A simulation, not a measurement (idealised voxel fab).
Proc. module: voxel capacitor over wiring
Square cell edge 5 nm, section width 230 nm, ID cut.
Reading order for cross-sections: top band down to bottom band. Underlying form: a grid of square cells. Band size: one or more rows of cells. First you get the band's top height and its bottom height, in nm, and then the materials it's made of, left to right, with each width in nm. If you see a single material with "full width", that one covers the band edge to edge. "blank" is empty space. Height datum 0, below which the as-received substrate wafer is one material. Lowest band open at the bottom, running downward: "0 -> down". Read "30->40" as a graded width: first number on top, second number at the bottom, same change between each pair of neighbouring rows. Reading "nothing was modified" for a step: not a cell of the cross-section changed in it. Entry "Unvented cavities" = empty spaces >= 8 cells with no open way to the top; each as width x height at distance, distance from left edge, all nm. Text after the settings on a step's line: the simulator's own remark on that step. overlay nm: mask right of planned place by this much (step with mask). Neg. = left.
THESE ARE THE STEPS WE PLANNED FOR THE PROCESS
1. RECEIVE [material Si]
2. CONFORMAL_DEP [material SiO2] [thk nm 10]
3. CONFORMAL_DEP [material SiCN] [thk nm 5]
4. DIRECTIONAL_DEP [material SiO2] [thk nm 20]
5. DIRECTIONAL_DEP [material aC] [thk nm 15]
6. PATTERN [tone open] [mask id METAL_1] [material resist] [width nm 30] [pitch nm 95] [thk nm 35] [overlay nm 0]
7. DIRECTIONAL_ETCH [etch materials aC] [depth nm 15]
8. STRIP [etch materials resist]
9. DIRECTIONAL_ETCH [etch materials SiO2] [depth nm 20]
10. DIRECTIONAL_ETCH [etch materials SiCN] [depth nm 5]
11. STRIP [etch materials aC]
12. CONFORMAL_DEP [material TiN] [thk nm 5]
13. FILL_DEP [material Ru] [thk nm 5]
14. CMP [height nm 35]
15. CONFORMAL_DEP [material SiCN] [thk nm 5]
16. DIRECTIONAL_DEP [material lowk] [thk nm 15]
17. DIRECTIONAL_DEP [material aC] [thk nm 10]
18. PATTERN [tone open] [mask id PLUG_1] [material resist] [width nm 15] [thk nm 30] [overlay nm 0]
19. DIRECTIONAL_ETCH [etch materials aC] [depth nm 10]
20. STRIP [etch materials resist]
21. DIRECTIONAL_ETCH [etch materials lowk] [depth nm 15]
22. DIRECTIONAL_ETCH [etch materials SiCN] [depth nm 5]
23. STRIP [etch materials aC]
24. EPI [material Ru] [thk nm 10]
25. EPI [material Ru] [thk nm 10]
26. DIRECTIONAL_DEP [material TiN] [thk nm 10]
27. DIRECTIONAL_DEP [material SiN] [thk nm 5]
28. DIRECTIONAL_DEP [material TiN] [thk nm 10]
29. MASKED_ETCH [tone cover] [mask id UPPER_PLATE] [width nm 70] [etch materials TiN] [depth nm 10] [overlay nm 0]
30. MASKED_ETCH [tone cover] [mask id UPPER_PLATE] [width nm 70] [etch materials SiN] [depth nm 5] [overlay nm 0]
31. DIRECTIONAL_DEP [material aC] [thk nm 10]
32. PATTERN [tone cover] [mask id LOWER_PLATE] [material resist] [width nm 80] [thk nm 25] [overlay nm 0]
33. DIRECTIONAL_ETCH [etch materials aC] [depth nm 10]
34. STRIP [etch materials resist]
35. DIRECTIONAL_ETCH [etch materials TiN] [depth nm 10]
36. STRIP [etch materials aC]
37. FILL_DEP [material SiO2] [thk nm 15]
38. CMP [height nm 90]
39. DIRECTIONAL_DEP [material aC] [thk nm 15]
40. PATTERN [tone open] [mask id PLUG_2] [material resist] [width nm 15] [thk nm 35] [overlay nm 0]
41. DIRECTIONAL_ETCH [etch materials aC] [depth nm 15]
42. STRIP [etch materials resist]
43. DIRECTIONAL_ETCH [etch materials SiO2] [depth nm 10]
44. STRIP [etch materials aC]
45. CONFORMAL_DEP [material TiN] [thk nm 5]
46. FILL_DEP [material W] [thk nm 5]
47. CMP [height nm 90]
48. CONFORMAL_DEP [material SiN] [thk nm 5]
ACCOUNT OF THE FIRST OF TWO WAFERS, WHICH WAS PROCESSED AS INTENDED
CROSS-SECTION, INCOMING MATERIAL, AFTER STEP 1
    0 -> down: Si full width
    Unvented cavities: none
CROSS-SECTION OF THE WAFER AFTER STEP 2
    10 -> 0: SiO2 full width
    Unchanged below 0.
CROSS-SECTION OF THE WAFER AFTER STEP 3
    15 -> 10: SiCN full width
    Unchanged below 10.
CROSS-SECTION OF THE WAFER AFTER STEP 4
    35 -> 15: SiO2 full width
    Unchanged below 15.
CROSS-SECTION OF THE WAFER AFTER STEP 5
    50 -> 35: aC full width
    Unchanged below 35.
CROSS-SECTION OF THE WAFER AFTER STEP 6
    85 -> 50: resist (50) / blank (30) / resist (65) / blank (30) / resist (55)
    Unchanged below 50.
CROSS-SECTION OF THE WAFER AFTER STEP 7
    70 -> 50: resist (50) / blank (30) / resist (65) / blank (30) / resist (55)
    50 -> 35: aC (50) / blank (30) / aC (65) / blank (30) / aC (55)
    Unchanged below 35.
CROSS-SECTION OF THE WAFER AFTER STEP 8
    50 -> 35: aC (50) / blank (30) / aC (65) / blank (30) / aC (55)
    Unchanged below 35.
CROSS-SECTION OF THE WAFER AFTER STEP 9
    50 -> 35: aC (50) / blank (30) / aC (65) / blank (30) / aC (55)
    35 -> 15: SiO2 (50) / blank (30) / SiO2 (65) / blank (30) / SiO2 (55)
    Unchanged below 15.
CROSS-SECTION OF THE WAFER AFTER STEP 10
    50 -> 35: aC (50) / blank (30) / aC (65) / blank (30) / aC (55)
    35 -> 15: SiO2 (50) / blank (30) / SiO2 (65) / blank (30) / SiO2 (55)
    15 -> 10: SiCN (50) / blank (30) / SiCN (65) / blank (30) / SiCN (55)
    Unchanged below 10.
CROSS-SECTION OF THE WAFER AFTER STEP 11
    35 -> 15: SiO2 (50) / blank (30) / SiO2 (65) / blank (30) / SiO2 (55)
    Unchanged below 15.
CROSS-SECTION OF THE WAFER AFTER STEP 12
    40 -> 35: TiN (55) / blank (20) / TiN (75) / blank (20) / TiN (60)
    35 -> 15: SiO2 (50) / TiN (5) / blank (20) / TiN (5) / SiO2 (65) / TiN (5) / blank (20) / TiN (5) / SiO2 (55)
    15 -> 10: SiCN (50) / TiN (30) / SiCN (65) / TiN (30) / SiCN (55)
    Unchanged below 10.
CROSS-SECTION OF THE WAFER AFTER STEP 13
    45 -> 40: Ru full width
    40 -> 35: TiN (55) / Ru (20) / TiN (75) / Ru (20) / TiN (60)
    35 -> 15: SiO2 (50) / TiN (5) / Ru (20) / TiN (5) / SiO2 (65) / TiN (5) / Ru (20) / TiN (5) / SiO2 (55)
    Unchanged below 15.
CROSS-SECTION OF THE WAFER AFTER STEP 14
    35 -> 15: SiO2 (50) / TiN (5) / Ru (20) / TiN (5) / SiO2 (65) / TiN (5) / Ru (20) / TiN (5) / SiO2 (55)
    Unchanged below 15.
CROSS-SECTION OF THE WAFER AFTER STEP 15
    40 -> 35: SiCN full width
    Unchanged below 35.
CROSS-SECTION OF THE WAFER AFTER STEP 16
    55 -> 40: lowk full width
    Unchanged below 40.
CROSS-SECTION OF THE WAFER AFTER STEP 17
    65 -> 55: aC full width
    Unchanged below 55.
CROSS-SECTION OF THE WAFER AFTER STEP 18
    95 -> 65: resist (65) / blank (15) / resist (150)
    Unchanged below 65.
CROSS-SECTION OF THE WAFER AFTER STEP 19
    85 -> 65: resist (65) / blank (15) / resist (150)
    65 -> 55: aC (65) / blank (15) / aC (150)
    Unchanged below 55.
CROSS-SECTION OF THE WAFER AFTER STEP 20
    65 -> 55: aC (65) / blank (15) / aC (150)
    Unchanged below 55.
CROSS-SECTION OF THE WAFER AFTER STEP 21
    65 -> 55: aC (65) / blank (15) / aC (150)
    55 -> 40: lowk (65) / blank (15) / lowk (150)
    Unchanged below 40.
CROSS-SECTION OF THE WAFER AFTER STEP 22
    65 -> 55: aC (65) / blank (15) / aC (150)
    55 -> 40: lowk (65) / blank (15) / lowk (150)
    40 -> 35: SiCN (65) / blank (15) / SiCN (150)
    Unchanged below 35.
CROSS-SECTION OF THE WAFER AFTER STEP 23
    55 -> 40: lowk (65) / blank (15) / lowk (150)
    Unchanged below 40.
CROSS-SECTION OF THE WAFER AFTER STEP 24
    55 -> 45: lowk (65) / blank (15) / lowk (150)
    45 -> 40: lowk (65) / Ru (15) / lowk (150)
    40 -> 35: SiCN (65) / Ru (15) / SiCN (150)
    Unchanged below 35.
CROSS-SECTION OF THE WAFER AFTER STEP 25
    55 -> 40: lowk (65) / Ru (15) / lowk (150)
    Unchanged below 40.
CROSS-SECTION OF THE WAFER AFTER STEP 26
    65 -> 55: TiN full width
    Unchanged below 55.
CROSS-SECTION OF THE WAFER AFTER STEP 27
    70 -> 65: SiN full width
    Unchanged below 65.
CROSS-SECTION OF THE WAFER AFTER STEP 28
    80 -> 70: TiN full width
    Unchanged below 70.
CROSS-SECTION OF THE WAFER AFTER STEP 29
    80 -> 70: blank (65) / TiN (70) / blank (95)
    Unchanged below 70.
CROSS-SECTION OF THE WAFER AFTER STEP 30
    80 -> 70: blank (65) / TiN (70) / blank (95)
    70 -> 65: blank (65) / SiN (70) / blank (95)
    Unchanged below 65.
CROSS-SECTION OF THE WAFER AFTER STEP 31
    90 -> 80: blank (65) / aC (70) / blank (95)
    80 -> 75: blank (65) / TiN (70) / blank (95)
    75 -> 70: aC (65) / TiN (70) / aC (95)
    70 -> 65: aC (65) / SiN (70) / aC (95)
    Unchanged below 65.
CROSS-SECTION OF THE WAFER AFTER STEP 32
    115 -> 90: blank (60) / resist (80) / blank (90)
    90 -> 80: blank (60) / resist (5) / aC (70) / resist (5) / blank (90)
    80 -> 75: blank (60) / resist (5) / TiN (70) / resist (5) / blank (90)
    Unchanged below 75.
CROSS-SECTION OF THE WAFER AFTER STEP 33
    105 -> 90: blank (60) / resist (80) / blank (90)
    90 -> 80: blank (60) / resist (5) / aC (70) / resist (5) / blank (90)
    80 -> 75: blank (60) / resist (5) / TiN (70) / resist (5) / blank (90)
    75 -> 70: blank (60) / aC (5) / TiN (70) / aC (5) / blank (90)
    70 -> 65: blank (60) / aC (5) / SiN (70) / aC (5) / blank (90)
    Unchanged below 65.
CROSS-SECTION OF THE WAFER AFTER STEP 34
    90 -> 80: blank (65) / aC (70) / blank (95)
    80 -> 75: blank (65) / TiN (70) / blank (95)
    Unchanged below 75.
CROSS-SECTION OF THE WAFER AFTER STEP 35
    90 -> 80: blank (65) / aC (70) / blank (95)
    80 -> 75: blank (65) / TiN (70) / blank (95)
    75 -> 70: blank (60) / aC (5) / TiN (70) / aC (5) / blank (90)
    70 -> 65: blank (60) / aC (5) / SiN (70) / aC (5) / blank (90)
    65 -> 55: blank (60) / TiN (80) / blank (90)
    Unchanged below 55.
CROSS-SECTION OF THE WAFER AFTER STEP 36
    80 -> 70: blank (65) / TiN (70) / blank (95)
    70 -> 65: blank (65) / SiN (70) / blank (95)
    Unchanged below 65.
CROSS-SECTION OF THE WAFER AFTER STEP 37
    95 -> 80: SiO2 full width
    80 -> 70: SiO2 (65) / TiN (70) / SiO2 (95)
    70 -> 65: SiO2 (65) / SiN (70) / SiO2 (95)
    65 -> 55: SiO2 (60) / TiN (80) / SiO2 (90)
    Unchanged below 55.
CROSS-SECTION OF THE WAFER AFTER STEP 38
    90 -> 80: SiO2 full width
    Unchanged below 80.
CROSS-SECTION OF THE WAFER AFTER STEP 39
    105 -> 90: aC full width
    Unchanged below 90.
CROSS-SECTION OF THE WAFER AFTER STEP 40
    140 -> 105: resist (75) / blank (15) / resist (140)
    Unchanged below 105.
CROSS-SECTION OF THE WAFER AFTER STEP 41
    125 -> 105: resist (75) / blank (15) / resist (140)
    105 -> 90: aC (75) / blank (15) / aC (140)
    Unchanged below 90.
CROSS-SECTION OF THE WAFER AFTER STEP 42
    105 -> 90: aC (75) / blank (15) / aC (140)
    Unchanged below 90.
CROSS-SECTION OF THE WAFER AFTER STEP 43
    105 -> 90: aC (75) / blank (15) / aC (140)
    90 -> 80: SiO2 (75) / blank (15) / SiO2 (140)
    Unchanged below 80.
CROSS-SECTION OF THE WAFER AFTER STEP 44
    90 -> 80: SiO2 (75) / blank (15) / SiO2 (140)
    Unchanged below 80.
CROSS-SECTION OF THE WAFER AFTER STEP 45
    95 -> 90: TiN (80) / blank (5) / TiN (145)
    90 -> 85: SiO2 (75) / TiN (5) / blank (5) / TiN (5) / SiO2 (140)
    85 -> 80: SiO2 (75) / TiN (15) / SiO2 (140)
    Unchanged below 80.
CROSS-SECTION OF THE WAFER AFTER STEP 46
    100 -> 95: W full width
    95 -> 90: TiN (80) / W (5) / TiN (145)
    90 -> 85: SiO2 (75) / TiN (5) / W (5) / TiN (5) / SiO2 (140)
    Unchanged below 85.
CROSS-SECTION OF THE WAFER AFTER STEP 47
    90 -> 85: SiO2 (75) / TiN (5) / W (5) / TiN (5) / SiO2 (140)
    Unchanged below 85.
CROSS-SECTION OF THE WAFER AFTER STEP 48
    95 -> 90: SiN full width
    Unchanged below 90.
WAFER TWO OF THE PAIR: SAME ORIGIN, SAME PLAN, ONE ERROR DURING THE RUN; IDENTICAL TO WAFER ONE UP TO AND INCLUDING STEP 31
SECOND WAFER AT THE PLANNED FINISH OF STEP 32, SEEN IN CROSS-SECTION
    115 -> 90: blank (55) / resist (90) / blank (85)
    90 -> 80: blank (55) / resist (10) / aC (70) / resist (10) / blank (85)
    80 -> 75: blank (55) / resist (10) / TiN (70) / resist (10) / blank (85)
    Unchanged below 75.
SECOND WAFER AT THE PLANNED FINISH OF STEP 33, SEEN IN CROSS-SECTION
    105 -> 90: blank (55) / resist (90) / blank (85)
    90 -> 80: blank (55) / resist (10) / aC (70) / resist (10) / blank (85)
    80 -> 75: blank (55) / resist (10) / TiN (70) / resist (10) / blank (85)
    75 -> 70: blank (55) / aC (10) / TiN (70) / aC (10) / blank (85)
    70 -> 65: blank (55) / aC (10) / SiN (70) / aC (10) / blank (85)
    Unchanged below 65.
SECOND WAFER AT THE PLANNED FINISH OF STEP 34, SEEN IN CROSS-SECTION
    90 -> 80: blank (65) / aC (70) / blank (95)
    80 -> 75: blank (65) / TiN (70) / blank (95)
    Unchanged below 75.
SECOND WAFER AT THE PLANNED FINISH OF STEP 35, SEEN IN CROSS-SECTION
    90 -> 80: blank (65) / aC (70) / blank (95)
    80 -> 75: blank (65) / TiN (70) / blank (95)
    75 -> 70: blank (55) / aC (10) / TiN (70) / aC (10) / blank (85)
    70 -> 65: blank (55) / aC (10) / SiN (70) / aC (10) / blank (85)
    65 -> 55: blank (55) / TiN (90) / blank (85)
    Unchanged below 55.
SECOND WAFER AT THE PLANNED FINISH OF STEP 36, SEEN IN CROSS-SECTION
    80 -> 70: blank (65) / TiN (70) / blank (95)
    70 -> 65: blank (65) / SiN (70) / blank (95)
    Unchanged below 65.
SECOND WAFER AT THE PLANNED FINISH OF STEP 37, SEEN IN CROSS-SECTION
    95 -> 80: SiO2 full width
    80 -> 70: SiO2 (65) / TiN (70) / SiO2 (95)
    70 -> 65: SiO2 (65) / SiN (70) / SiO2 (95)
    65 -> 55: SiO2 (55) / TiN (90) / SiO2 (85)
    Unchanged below 55.
SECOND WAFER AT THE PLANNED FINISH OF STEP 38, SEEN IN CROSS-SECTION
    90 -> 80: SiO2 full width
    Unchanged below 80.
SECOND WAFER AT THE PLANNED FINISH OF STEP 39, SEEN IN CROSS-SECTION
    105 -> 90: aC full width
    Unchanged below 90.
SECOND WAFER AT THE PLANNED FINISH OF STEP 40, SEEN IN CROSS-SECTION
    140 -> 105: resist (75) / blank (15) / resist (140)
    Unchanged below 105.
SECOND WAFER AT THE PLANNED FINISH OF STEP 41, SEEN IN CROSS-SECTION
    125 -> 105: resist (75) / blank (15) / resist (140)
    105 -> 90: aC (75) / blank (15) / aC (140)
    Unchanged below 90.
SECOND WAFER AT THE PLANNED FINISH OF STEP 42, SEEN IN CROSS-SECTION
    105 -> 90: aC (75) / blank (15) / aC (140)
    Unchanged below 90.
SECOND WAFER AT THE PLANNED FINISH OF STEP 43, SEEN IN CROSS-SECTION
    105 -> 90: aC (75) / blank (15) / aC (140)
    90 -> 80: SiO2 (75) / blank (15) / SiO2 (140)
    Unchanged below 80.
SECOND WAFER AT THE PLANNED FINISH OF STEP 44, SEEN IN CROSS-SECTION
    90 -> 80: SiO2 (75) / blank (15) / SiO2 (140)
    Unchanged below 80.
SECOND WAFER AT THE PLANNED FINISH OF STEP 45, SEEN IN CROSS-SECTION
    95 -> 90: TiN (80) / blank (5) / TiN (145)
    90 -> 85: SiO2 (75) / TiN (5) / blank (5) / TiN (5) / SiO2 (140)
    85 -> 80: SiO2 (75) / TiN (15) / SiO2 (140)
    Unchanged below 80.
SECOND WAFER AT THE PLANNED FINISH OF STEP 46, SEEN IN CROSS-SECTION
    100 -> 95: W full width
    95 -> 90: TiN (80) / W (5) / TiN (145)
    90 -> 85: SiO2 (75) / TiN (5) / W (5) / TiN (5) / SiO2 (140)
    Unchanged below 85.
SECOND WAFER AT THE PLANNED FINISH OF STEP 47, SEEN IN CROSS-SECTION
    90 -> 85: SiO2 (75) / TiN (5) / W (5) / TiN (5) / SiO2 (140)
    Unchanged below 85.
SECOND WAFER AT THE PLANNED FINISH OF STEP 48, SEEN IN CROSS-SECTION
    95 -> 90: SiN full width
    Unchanged below 90.
What broke from the plan during processing? so step 32 ended up running with a different setting than we planned, it ran as PATTERN [tone cover] [mask id LOWER_PLATE] [material resist] [width nm 90] [thk nm 25] [overlay nm 0]
Count the cells at the end and the second wafer has more or fewer of some materials than the first: SiO2: 4 fewer | TiN: 4 more
